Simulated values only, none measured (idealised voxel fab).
Process module under the name voxel plated lines
The figure presents cross-section cut, which has a width of 260 nm and is divided into square cells with an edge length of 5 nm.
Cross-section spec: square-cell grid; bands listed top down; each band is one or more rows.
Top height, bottom height, nm. Materials left to right, width each, nm. Single material + "full width" = fills band edge to edge. "empty" = empty.
Counting heights begins at 0, where everything beneath is, in the wafer as received, one material. The lowest band has no bottom; it goes on downwards, as "0 down" shows.
It should be noted that a width expressed as "30->40" varies in equal increments from row to row of cells within the band, taking the value of the first number at the top row and that of the second number at the bottom row.
What does "remained the same" mean for a step? It means no cell of the cross-section changed in that step.
Voids not open to the top, 8 cells minimum: see "Fully enclosed voids". Written width x height at distance; distance is from the left edge; nm.
Whatever follows a step's settings on its line is a remark the simulator itself makes about that step.
"overlay nm" answers the question of how far to the right of plan the mask lay on a step that has a mask, and when it is negative the answer is to the left.
Below you will find pairs of cross-sections. In each, one shows the wafer before one process step and the other after it, with the after view ending at the lowest band that changed. Under each pair is the step separating them, along with its settings. Do not assume the pairs form a chain: they can come from different runs of this module on the same starting wafer, and a pair continues from the pair above it only when its "Prior to step" entry says so.

**Prior to step**
> 0 down = Si full width
> Fully enclosed voids: none

**Resulting Cross-Section**
> 15 to 0 = SiO2 full width
> Under the height 0 nothing was changed.
> Fully enclosed voids: none
Looking at the two cross-sections above, the step in the middle is op CONFORMAL_DEP | material SiO2 | thk nm 15

Prior to step: The pre-step condition corresponds to the post-step cross-section depicted in the pair directly above.

**Resulting Cross-Section**
> 20 to 15 = TiN full width
> Under the height 15 nothing was changed.
> Fully enclosed voids: none
Looking at the two cross-sections above, the step in the middle is op DIRECTIONAL_DEP | material TiN | thk nm 5

Prior to step: The pre-step condition corresponds to the post-step cross-section depicted in the pair directly above.

**Resulting Cross-Section**
> 45 to 20 = resist 95, then empty 20, then resist 25, then empty 20, then resist 100
> Under the height 20 nothing was changed.
> Fully enclosed voids: none
Looking at the two cross-sections above, the step in the middle is op PATTERN | tone open | mask id LINES | material resist | width nm 20 | pitch nm 45 | thk nm 25 | overlay nm 0

Prior to step: The pre-step condition corresponds to the post-step cross-section depicted in the pair directly above.

**Resulting Cross-Section**
> 45 to 30 = resist 95, then empty 20, then resist 25, then empty 20, then resist 100
> 30 to 20 = resist 95, then Ru 20, then resist 25, then Ru 20, then resist 100
> Under the height 20 nothing was changed.
> Fully enclosed voids: none
Looking at the two cross-sections above, the step in the middle is op EPI | material Ru | thk nm 10

Prior to step: The pre-step condition corresponds to the post-step cross-section depicted in the pair directly above.

**Resulting Cross-Section**
> 45 to 35 = resist 95, then empty 20, then resist 25, then empty 20, then resist 100
> 35 to 20 = resist 95, then Ru 20, then resist 25, then Ru 20, then resist 100
> Under the height 20 nothing was changed.
> Fully enclosed voids: none
Looking at the two cross-sections above, the step in the middle is op EPI | material Ru | thk nm 5

Prior to step: The pre-step condition corresponds to the post-step cross-section depicted in the pair directly above.

**Resulting Cross-Section**
> 35 to 20 = empty 95, then Ru 20, then empty 25, then Ru 20, then empty 100
> Under the height 20 nothing was changed.
> Fully enclosed voids: none
Looking at the two cross-sections above, the step in the middle is op STRIP | etch materials resist

Prior to step: The pre-step condition corresponds to the post-step cross-section depicted in the pair directly above.

**Resulting Cross-Section**
> 35 to 20 = empty 95, then Ru 20, then empty 25, then Ru 20, then empty 100
> 20 to 15 = empty 95, then TiN 20, then empty 25, then TiN 20, then empty 100
> Under the height 15 nothing was changed.
> Fully enclosed voids: none
Looking at the two cross-sections above, the step in the middle is op DIRECTIONAL_ETCH | etch materials TiN | depth nm 5

Prior to step: The pre-step condition corresponds to the post-step cross-section depicted in the pair directly above.

**Resulting Cross-Section**
> 45 to 35 = empty 85, then SiCN 40, then empty 5, then SiCN 40, then empty 90
> 35 to 25 = empty 85, then SiCN 10, then Ru 20, then SiCN 10, then empty 5, then SiCN 10, then Ru 20, then SiCN 10, then empty 90
> 25 to 20 = SiCN 95, then Ru 20, then SiCN 25, then Ru 20, then SiCN 100
> 20 to 15 = SiCN 95, then TiN 20, then SiCN 25, then TiN 20, then SiCN 100
> Under the height 15 nothing was changed.
> Fully enclosed voids: none
Looking at the two cross-sections above, the step in the middle is op CONFORMAL_DEP | material SiCN | thk nm 10

**Prior to step**
> 15 to 0 = SiO2 full width
> 0 down = Si full width
> Fully enclosed voids: none

**Resulting Cross-Section**
> 40 to 15 = resist 95, then empty 20, then resist 25, then empty 20, then resist 100
> Under the height 15 nothing was changed.
> Fully enclosed voids: none
Looking at the two cross-sections above, the step in the middle is op PATTERN | tone open | mask id LINES | material resist | width nm 20 | pitch nm 45 | thk nm 25 | overlay nm 0

Prior to step: The pre-step condition corresponds to the post-step cross-section depicted in the pair directly above.

**Resulting Cross-Section**
> 15 to 0 = SiO2 full width
> Under the height 0 nothing was changed.
> Fully enclosed voids: none
Looking at the two cross-sections above, the step in the middle is op STRIP | etch materials resist

Prior to step: The pre-step condition corresponds to the post-step cross-section depicted in the pair directly above.

**Resulting Cross-Section**
> 25 to 15 = SiCN full width
> Under the height 15 nothing was changed.
> Fully enclosed voids: none
Looking at the two cross-sections above, the step in the middle is op CONFORMAL_DEP | material SiCN | thk nm 10

**Prior to step**
> 15 to 0 = SiO2 full width
> 0 down = Si full width
> Fully enclosed voids: none

**Resulting Cross-Section**
> 30 to 0 = SiO2 full width
> Under the height 0 nothing was changed.
> Fully enclosed voids: none
Looking at the two cross-sections above, the step in the middle is op CONFORMAL_DEP | material SiO2 | thk nm 15

Prior to step: The pre-step condition corresponds to the post-step cross-section depicted in the pair directly above.

**Resulting Cross-Section**
> 35 to 30 = TiN full width
> Under the height 30 nothing was changed.
> Fully enclosed voids: none
Looking at the two cross-sections above, the step in the middle is op DIRECTIONAL_DEP | material TiN | thk nm 5

Prior to step: The pre-step condition corresponds to the post-step cross-section depicted in the pair directly above.

**Resulting Cross-Section**
> 60 to 35 = resist 95, then empty 20, then resist 25, then empty 20, then resist 100
> Under the height 35 nothing was changed.
> Fully enclosed voids: none
Looking at the two cross-sections above, the step in the middle is op PATTERN | tone open | mask id LINES | material resist | width nm 20 | pitch nm 45 | thk nm 25 | overlay nm 0

Prior to step: The pre-step condition corresponds to the post-step cross-section depicted in the pair directly above.

**Resulting Cross-Section**
> 60 to 45 = resist 95, then empty 20, then resist 25, then empty 20, then resist 100
> 45 to 35 = resist 95, then Ru 20, then resist 25, then Ru 20, then resist 100
> Under the height 35 nothing was changed.
> Fully enclosed voids: none
Looking at the two cross-sections above, the step in the middle is op EPI | material Ru | thk nm 10

Prior to step: The pre-step condition corresponds to the post-step cross-section depicted in the pair directly above.

**Resulting Cross-Section**
> 60 to 50 = resist 95, then empty 20, then resist 25, then empty 20, then resist 100
> 50 to 35 = resist 95, then Ru 20, then resist 25, then Ru 20, then resist 100
> Under the height 35 nothing was changed.
> Fully enclosed voids: none
Looking at the two cross-sections above, the step in the middle is op EPI | material Ru | thk nm 5

Prior to step: The pre-step condition corresponds to the post-step cross-section depicted in the pair directly above.

**Resulting Cross-Section**
> 50 to 35 = empty 95, then Ru 20, then empty 25, then Ru 20, then empty 100
> Under the height 35 nothing was changed.
> Fully enclosed voids: none
Looking at the two cross-sections above, the step in the middle is op STRIP | etch materials resist

Prior to step: The pre-step condition corresponds to the post-step cross-section depicted in the pair directly above.

**Resulting Cross-Section**
> 50 to 35 = empty 95, then Ru 20, then empty 25, then Ru 20, then empty 100
> 35 to 30 = empty 95, then TiN 20, then empty 25, then TiN 20, then empty 100
> Under the height 30 nothing was changed.
> Fully enclosed voids: none
Looking at the two cross-sections above, the step in the middle is op DIRECTIONAL_ETCH | etch materials TiN | depth nm 5

Prior to step: The pre-step condition corresponds to the post-step cross-section depicted in the pair directly above.

**Resulting Cross-Section**
> 60 to 50 = empty 85, then SiCN 40, then empty 5, then SiCN 40, then empty 90
> 50 to 40 = empty 85, then SiCN 10, then Ru 20, then SiCN 10, then empty 5, then SiCN 10, then Ru 20, then SiCN 10, then empty 90
> 40 to 35 = SiCN 95, then Ru 20, then SiCN 25, then Ru 20, then SiCN 100
> 35 to 30 = SiCN 95, then TiN 20, then SiCN 25, then TiN 20, then SiCN 100
> Under the height 30 nothing was changed.
> Fully enclosed voids: none
Looking at the two cross-sections above, the step in the middle is op CONFORMAL_DEP | material SiCN | thk nm 10

**Prior to step**
> 45 to 30 = resist 95, then empty 20, then resist 25, then empty 20, then resist 100
> 30 to 20 = resist 95, then Ru 20, then resist 25, then Ru 20, then resist 100
> 20 to 15 = TiN full width
> 15 to 0 = SiO2 full width
> 0 down = Si full width
> Fully enclosed voids: none

**Resulting Cross-Section**
> 30 to 20 = empty 95, then Ru 20, then empty 25, then Ru 20, then empty 100
> Under the height 20 nothing was changed.
> Fully enclosed voids: none
Looking at the two cross-sections above, the step in the middle is op STRIP | etch materials resist

Prior to step: The pre-step condition corresponds to the post-step cross-section depicted in the pair directly above.

**Resulting Cross-Section**
> 35 to 25 = empty 90, then Ru 30, then empty 15, then Ru 30, then empty 95
> 25 to 20 = Ru full width
> Under the height 20 nothing was changed.
> Fully enclosed voids: none
Looking at the two cross-sections above, the step in the middle is op EPI | material Ru | thk nm 5

Prior to step: The pre-step condition corresponds to the post-step cross-section depicted in the pair directly above.

**Resulting Cross-Section**
> 45 to 35 = empty 80, then SiCN 95, then empty 85
> 35 to 25 = SiCN 90, then Ru 30, then SiCN 15, then Ru 30, then SiCN 95
> Under the height 25 nothing was changed.
> Fully enclosed voids: none
Looking at the two cross-sections above, the step in the middle is op CONFORMAL_DEP | material SiCN | thk nm 10

**Prior to step**
> 15 to 0 = SiO2 full width
> 0 down = Si full width
> Fully enclosed voids: none

**Resulting Cross-Section**
> 30 to 15 = TiN full width
> Under the height 15 nothing was changed.
> Fully enclosed voids: none
Looking at the two cross-sections above, the step in the middle is op DIRECTIONAL_DEP | material TiN | thk nm 15

Prior to step: The pre-step condition corresponds to the post-step cross-section depicted in the pair directly above.

**Resulting Cross-Section**
> 55 to 30 = resist 95, then empty 20, then resist 25, then empty 20, then resist 100
> Under the height 30 nothing was changed.
> Fully enclosed voids: none
Looking at the two cross-sections above, the step in the middle is op PATTERN | tone open | mask id LINES | material resist | width nm 20 | pitch nm 45 | thk nm 25 | overlay nm 0

Prior to step: The pre-step condition corresponds to the post-step cross-section depicted in the pair directly above.

**Resulting Cross-Section**
> 55 to 40 = resist 95, then empty 20, then resist 25, then empty 20, then resist 100
> 40 to 30 = resist 95, then Ru 20, then resist 25, then Ru 20, then resist 100
> Under the height 30 nothing was changed.
> Fully enclosed voids: none
Looking at the two cross-sections above, the step in the middle is op EPI | material Ru | thk nm 10

Prior to step: The pre-step condition corresponds to the post-step cross-section depicted in the pair directly above.

**Resulting Cross-Section**
> 55 to 45 = resist 95, then empty 20, then resist 25, then empty 20, then resist 100
> 45 to 30 = resist 95, then Ru 20, then resist 25, then Ru 20, then resist 100
> Under the height 30 nothing was changed.
> Fully enclosed voids: none
Looking at the two cross-sections above, the step in the middle is op EPI | material Ru | thk nm 5

Prior to step: The pre-step condition corresponds to the post-step cross-section depicted in the pair directly above.

**Resulting Cross-Section**
> 45 to 30 = empty 95, then Ru 20, then empty 25, then Ru 20, then empty 100
> Under the height 30 nothing was changed.
> Fully enclosed voids: none
Looking at the two cross-sections above, the step in the middle is op STRIP | etch materials resist

Prior to step: The pre-step condition corresponds to the post-step cross-section depicted in the pair directly above.

**Resulting Cross-Section**
> 45 to 30 = empty 95, then Ru 20, then empty 25, then Ru 20, then empty 100
> 30 to 25 = empty 95, then TiN 20, then empty 25, then TiN 20, then empty 100
> Under the height 25 nothing was changed.
> Fully enclosed voids: none
Looking at the two cross-sections above, the step in the middle is op DIRECTIONAL_ETCH | etch materials TiN | depth nm 5

Prior to step: The pre-step condition corresponds to the post-step cross-section depicted in the pair directly above.

**Resulting Cross-Section**
> 55 to 45 = empty 85, then SiCN 40, then empty 5, then SiCN 40, then empty 90
> 45 to 35 = empty 85, then SiCN 10, then Ru 20, then SiCN 10, then empty 5, then SiCN 10, then Ru 20, then SiCN 10, then empty 90
> 35 to 30 = SiCN 95, then Ru 20, then SiCN 25, then Ru 20, then SiCN 100
> 30 to 25 = SiCN 95, then TiN 20, then SiCN 25, then TiN 20, then SiCN 100
> Under the height 25 nothing was changed.
> Fully enclosed voids: none
Looking at the two cross-sections above, the step in the middle is op CONFORMAL_DEP | material SiCN | thk nm 10

**Prior to step**
> 20 to 15 = TiN full width
> 15 to 0 = SiO2 full width
> 0 down = Si full width
> Fully enclosed voids: none

**Resulting Cross-Section**
> 45 to 20 = resist 95, then empty 25, then resist 20, then empty 25, then resist 95
> Under the height 20 nothing was changed.
> Fully enclosed voids: none
Looking at the two cross-sections above, the step in the middle is op PATTERN | tone open | mask id LINES | material resist | width nm 25 | pitch nm 45 | thk nm 25 | overlay nm 0

Prior to step: The pre-step condition corresponds to the post-step cross-section depicted in the pair directly above.

**Resulting Cross-Section**
> 45 to 30 = resist 95, then empty 25, then resist 20, then empty 25, then resist 95
> 30 to 20 = resist 95, then Ru 25, then resist 20, then Ru 25, then resist 95
> Under the height 20 nothing was changed.
> Fully enclosed voids: none
Looking at the two cross-sections above, the step in the middle is op EPI | material Ru | thk nm 10

Prior to step: The pre-step condition corresponds to the post-step cross-section depicted in the pair directly above.

**Resulting Cross-Section**
> 45 to 35 = resist 95, then empty 25, then resist 20, then empty 25, then resist 95
> 35 to 20 = resist 95, then Ru 25, then resist 20, then Ru 25, then resist 95
> Under the height 20 nothing was changed.
> Fully enclosed voids: none
Looking at the two cross-sections above, the step in the middle is op EPI | material Ru | thk nm 5

Prior to step: The pre-step condition corresponds to the post-step cross-section depicted in the pair directly above.

**Resulting Cross-Section**
> 35 to 20 = empty 95, then Ru 25, then empty 20, then Ru 25, then empty 95
> Under the height 20 nothing was changed.
> Fully enclosed voids: none
Looking at the two cross-sections above, the step in the middle is op STRIP | etch materials resist

Prior to step: The pre-step condition corresponds to the post-step cross-section depicted in the pair directly above.

**Resulting Cross-Section**
> 35 to 20 = empty 95, then Ru 25, then empty 20, then Ru 25, then empty 95
> 20 to 15 = empty 95, then TiN 25, then empty 20, then TiN 25, then empty 95
> Under the height 15 nothing was changed.
> Fully enclosed voids: none
Looking at the two cross-sections above, the step in the middle is op DIRECTIONAL_ETCH | etch materials TiN | depth nm 5

Prior to step: The pre-step condition corresponds to the post-step cross-section depicted in the pair directly above.

**Resulting Cross-Section**
> 45 to 35 = empty 85, then SiCN 90, then empty 85
> 35 to 25 = empty 85, then SiCN 10, then Ru 25, then SiCN 20, then Ru 25, then SiCN 10, then empty 85
> 25 to 20 = SiCN 95, then Ru 25, then SiCN 20, then Ru 25, then SiCN 95
> 20 to 15 = SiCN 95, then TiN 25, then SiCN 20, then TiN 25, then SiCN 95
> Under the height 15 nothing was changed.
> Fully enclosed voids: none
Looking at the two cross-sections above, the step in the middle is op CONFORMAL_DEP | material SiCN | thk nm 10

**Prior to step**
> 20 to 15 = TiN full width
> 15 to 0 = SiO2 full width
> 0 down = Si full width
> Fully enclosed voids: none

**Resulting Cross-Section**
> 45 to 20 = resist 100, then empty 20, then resist 25, then empty 20, then resist 95
> Under the height 20 nothing was changed.
> Fully enclosed voids: none
Looking at the two cross-sections above, the step in the middle is op PATTERN | tone open | mask id LINES | material resist | width nm 20 | pitch nm 45 | thk nm 25 | overlay nm 5

Prior to step: The pre-step condition corresponds to the post-step cross-section depicted in the pair directly above.

**Resulting Cross-Section**
> 45 to 30 = resist 100, then empty 20, then resist 25, then empty 20, then resist 95
> 30 to 20 = resist 100, then Ru 20, then resist 25, then Ru 20, then resist 95
> Under the height 20 nothing was changed.
> Fully enclosed voids: none
Looking at the two cross-sections above, the step in the middle is op EPI | material Ru | thk nm 10

Prior to step: The pre-step condition corresponds to the post-step cross-section depicted in the pair directly above.

**Resulting Cross-Section**
> 45 to 35 = resist 100, then empty 20, then resist 25, then empty 20, then resist 95
> 35 to 20 = resist 100, then Ru 20, then resist 25, then Ru 20, then resist 95
> Under the height 20 nothing was changed.
> Fully enclosed voids: none
Looking at the two cross-sections above, the step in the middle is op EPI | material Ru | thk nm 5

Prior to step: The pre-step condition corresponds to the post-step cross-section depicted in the pair directly above.

**Resulting Cross-Section**
> 35 to 20 = empty 100, then Ru 20, then empty 25, then Ru 20, then empty 95
> Under the height 20 nothing was changed.
> Fully enclosed voids: none
Looking at the two cross-sections above, the step in the middle is op STRIP | etch materials resist

Prior to step: The pre-step condition corresponds to the post-step cross-section depicted in the pair directly above.

**Resulting Cross-Section**
> 35 to 20 = empty 100, then Ru 20, then empty 25, then Ru 20, then empty 95
> 20 to 15 = empty 100, then TiN 20, then empty 25, then TiN 20, then empty 95
> Under the height 15 nothing was changed.
> Fully enclosed voids: none
Looking at the two cross-sections above, the step in the middle is op DIRECTIONAL_ETCH | etch materials TiN | depth nm 5

Prior to step: The pre-step condition corresponds to the post-step cross-section depicted in the pair directly above.

**Resulting Cross-Section**
> 45 to 35 = empty 90, then SiCN 40, then empty 5, then SiCN 40, then empty 85
> 35 to 25 = empty 90, then SiCN 10, then Ru 20, then SiCN 10, then empty 5, then SiCN 10, then Ru 20, then SiCN 10, then empty 85
> 25 to 20 = SiCN 100, then Ru 20, then SiCN 25, then Ru 20, then SiCN 95
> 20 to 15 = SiCN 100, then TiN 20, then SiCN 25, then TiN 20, then SiCN 95
> Under the height 15 nothing was changed.
> Fully enclosed voids: none
Looking at the two cross-sections above, the step in the middle is op CONFORMAL_DEP | material SiCN | thk nm 10

**Prior to step**
> 15 to 0 = SiO2 full width
> 0 down = Si full width
> Fully enclosed voids: none

**Resulting Cross-Section**
> 20 to 0 = SiO2 full width
> Under the height 0 nothing was changed.
> Fully enclosed voids: none
Looking at the two cross-sections above, the step in the middle is op DIRECTIONAL_DEP | material SiO2 | thk nm 5

Prior to step: The pre-step condition corresponds to the post-step cross-section depicted in the pair directly above.

**Resulting Cross-Section**
> 45 to 20 = resist 95, then empty 20, then resist 25, then empty 20, then resist 100
> Under the height 20 nothing was changed.
> Fully enclosed voids: none
Looking at the two cross-sections above, the step in the middle is op PATTERN | tone open | mask id LINES | material resist | width nm 20 | pitch nm 45 | thk nm 25 | overlay nm 0

Prior to step: The pre-step condition corresponds to the post-step cross-section depicted in the pair directly above.

**Resulting Cross-Section**
> 20 to 0 = SiO2 full width
> Under the height 0 nothing was changed.
> Fully enclosed voids: none
Looking at the two cross-sections above, the step in the middle is op STRIP | etch materials resist

Prior to step: The pre-step condition corresponds to the post-step cross-section depicted in the pair directly above.

**Resulting Cross-Section**
> 30 to 20 = SiCN full width
> Under the height 20 nothing was changed.
> Fully enclosed voids: none
Looking at the two cross-sections above, the step in the middle is op CONFORMAL_DEP | material SiCN | thk nm 10

**Prior to step**
> 20 to 15 = TiN full width
> 15 to 0 = SiO2 full width
> 0 down = Si full width
> Fully enclosed voids: none

**Resulting Cross-Section**
> 45 to 20 = empty 95, then resist 20, then empty 25, then resist 20, then empty 100
> Under the height 20 nothing was changed.
> Fully enclosed voids: none
Looking at the two cross-sections above, the step in the middle is op PATTERN | tone cover | mask id LINES | material resist | width nm 20 | pitch nm 45 | thk nm 25 | overlay nm 0

Prior to step: The pre-step condition corresponds to the post-step cross-section depicted in the pair directly above.

**Resulting Cross-Section**
> 45 to 30 = empty 95, then resist 20, then empty 25, then resist 20, then empty 100
> 30 to 20 = Ru 95, then resist 20, then Ru 25, then resist 20, then Ru 100
> Under the height 20 nothing was changed.
> Fully enclosed voids: none
Looking at the two cross-sections above, the step in the middle is op EPI | material Ru | thk nm 10

Prior to step: The pre-step condition corresponds to the post-step cross-section depicted in the pair directly above.

**Resulting Cross-Section**
> 45 to 35 = empty 95, then resist 20, then empty 25, then resist 20, then empty 100
> 35 to 20 = Ru 95, then resist 20, then Ru 25, then resist 20, then Ru 100
> Under the height 20 nothing was changed.
> Fully enclosed voids: none
Looking at the two cross-sections above, the step in the middle is op EPI | material Ru | thk nm 5

Prior to step: The pre-step condition corresponds to the post-step cross-section depicted in the pair directly above.

**Resulting Cross-Section**
> 35 to 20 = Ru 95, then empty 20, then Ru 25, then empty 20, then Ru 100
> Under the height 20 nothing was changed.
> Fully enclosed voids: none
Looking at the two cross-sections above, the step in the middle is op STRIP | etch materials resist

Prior to step: The pre-step condition corresponds to the post-step cross-section depicted in the pair directly above.

**Resulting Cross-Section**
> 35 to 20 = Ru 95, then empty 20, then Ru 25, then empty 20, then Ru 100
> 20 to 15 = TiN 95, then empty 20, then TiN 25, then empty 20, then TiN 100
> Under the height 15 nothing was changed.
> Fully enclosed voids: none
Looking at the two cross-sections above, the step in the middle is op DIRECTIONAL_ETCH | etch materials TiN | depth nm 5

Prior to step: The pre-step condition corresponds to the post-step cross-section depicted in the pair directly above.

**Resulting Cross-Section**
> 45 to 35 = SiCN full width
> 35 to 20 = Ru 95, then SiCN 20, then Ru 25, then SiCN 20, then Ru 100
> 20 to 15 = TiN 95, then SiCN 20, then TiN 25, then SiCN 20, then TiN 100
> Under the height 15 nothing was changed.
> Fully enclosed voids: none
Looking at the two cross-sections above, the step in the middle is op CONFORMAL_DEP | material SiCN | thk nm 10
